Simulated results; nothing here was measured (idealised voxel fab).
Process module name: voxel fin reveal
In the cross-section labelled cut, the width is 215 nm and each square cell is 5 nm.
This document writes a cross-section as a grid whose cells are square, and gives it as bands, listed from the top down; one or more rows of cells form a band.
This entry defines a band. It first specifies the height of the band's top and the height of its bottom in nm, and then specifies the band's materials from left to right, stating each material with its width in nm. The word "edge to edge" identifies a single material that fills the band from edge to edge, while the word "air" identifies empty space.
Heights are expressed relative to 0, this being the level below which the as-received wafer comprises one material exclusively. The lowest band is unbounded in the downward direction and is denoted as in "0..down".
It should be noted that a width expressed as "30 to 40" varies in equal increments from row to row of cells within the band, taking the value of the first number at the top row and that of the second number at the bottom row.
"no modifications" after a step means that no cell of the cross-section changed.
The label "Completely enclosed voids" introduces a list of the empty spaces, 8 cells or larger, that have no open way up to the top; each entry in it reads width x height at distance, where the distance is taken from the left edge and all three are stated in nm.
What comes after the settings on a step's line is commentary from the simulator itself on that step.
The line of a step may include "overlay nm". On a step with a mask, this value is how far to the right of its planned place the mask lay. A negative value means the mask lay to the left.
**So here's the lineup of process steps we planned**
- 1: RECEIVE,material Si
- 2: CONFORMAL_DEP,material SiN,thk nm 10
- 3: MASKED_ETCH,tone cover,mask id FINS,width nm 15,pitch nm 35,etch materials SiN,depth nm 10,overlay nm 0
- 4: MASKED_ETCH,tone cover,mask id FINS,width nm 15,pitch nm 35,etch materials Si,depth nm 35,overlay nm 0
- 5: FILL_DEP,material SiO2,thk nm 10
- 6: CMP,height nm 10
- 7: SELECTIVE_ETCH,etch materials SiO2,depth nm 20
- 8: STRIP,etch materials SiN
- 9: CONFORMAL_DEP,material SiO2,thk nm 5
**Account of the first of two wafers, which was processed as intended**
**Shown in cross-section is the wafer as received, that is, as it stands after step 1**
0..down = Si edge to edge
Completely enclosed voids: none
**The wafer in cross-section once step 2 is complete**
10..0 = SiN edge to edge
Below 0, the layers are the same as they were.
**The wafer in cross-section once step 3 is complete**
10..0 = air (80), SiN (15), air (20), SiN (15), air (85)
Below 0, the layers are the same as they were.
**The wafer in cross-section once step 4 is complete**
10..0 = air (80), SiN (15), air (20), SiN (15), air (85)
0..-35 = air (80), Si (15), air (20), Si (15), air (85)
Below -35, the layers are the same as they were.
**The wafer in cross-section once step 5 is complete**
20..10 = SiO2 edge to edge
10..0 = SiO2 (80), SiN (15), SiO2 (20), SiN (15), SiO2 (85)
0..-35 = SiO2 (80), Si (15), SiO2 (20), Si (15), SiO2 (85)
Below -35, the layers are the same as they were.
**The wafer in cross-section once step 6 is complete**
10..0 = SiO2 (80), SiN (15), SiO2 (20), SiN (15), SiO2 (85)
Below 0, the layers are the same as they were.
**The wafer in cross-section once step 7 is complete**
10..0 = air (80), SiN (15), air (20), SiN (15), air (85)
0..-10 = air (80), Si (15), air (20), Si (15), air (85)
Below -10, the layers are the same as they were.
**The wafer in cross-section once step 8 is complete**
0..-10 = air (80), Si (15), air (20), Si (15), air (85)
Below -10, the layers are the same as they were.
**The wafer in cross-section once step 9 is complete**
5..0 = air (75), SiO2 (25), air (10), SiO2 (25), air (80)
0..-5 = air (75), SiO2 (5), Si (15), SiO2 (5), air (10), SiO2 (5), Si (15), SiO2 (5), air (80)
-5..-35 = SiO2 (80), Si (15), SiO2 (20), Si (15), SiO2 (85)
Below -35, the layers are the same as they were.
**Wafer two. Same start, same plan, one slip in execution. Same as wafer one through step 6, inclusive**
**Cross-section of the second wafer at the time step 7 of the plan should have ended**
10..0 = SiO2 (80), air (15), SiO2 (20), air (15), SiO2 (85)
Below 0, the layers are the same as they were.
**Cross-section of the second wafer at the time step 8 of the plan should have ended**
0..-10 = air (80), Si (15), air (20), Si (15), air (85)
-10..-20 = SiO2 (60), air (20), Si (15), air (20), Si (15), air (20), SiO2 (65)
Below -20, the layers are the same as they were.
**Cross-section of the second wafer at the time step 9 of the plan should have ended**
5..0 = air (75), SiO2 (25), air (10), SiO2 (25), air (80)
0..-5 = air (75), SiO2 (5), Si (15), SiO2 (5), air (10), SiO2 (5), Si (15), SiO2 (5), air (80)
-5..-15 = SiO2 (65), air (10), SiO2 (5), Si (15), SiO2 (5), air (10), SiO2 (5), Si (15), SiO2 (5), air (10), SiO2 (70)
-15..-35 = SiO2 (80), Si (15), SiO2 (20), Si (15), SiO2 (85)
Below -35, the layers are the same as they were.
Deviation noted in wafer processing: swap of plan steps 7 and 8 during execution
End of process, cell counts, second wafer against first, materials with more or fewer: SiO2: 12 fewer
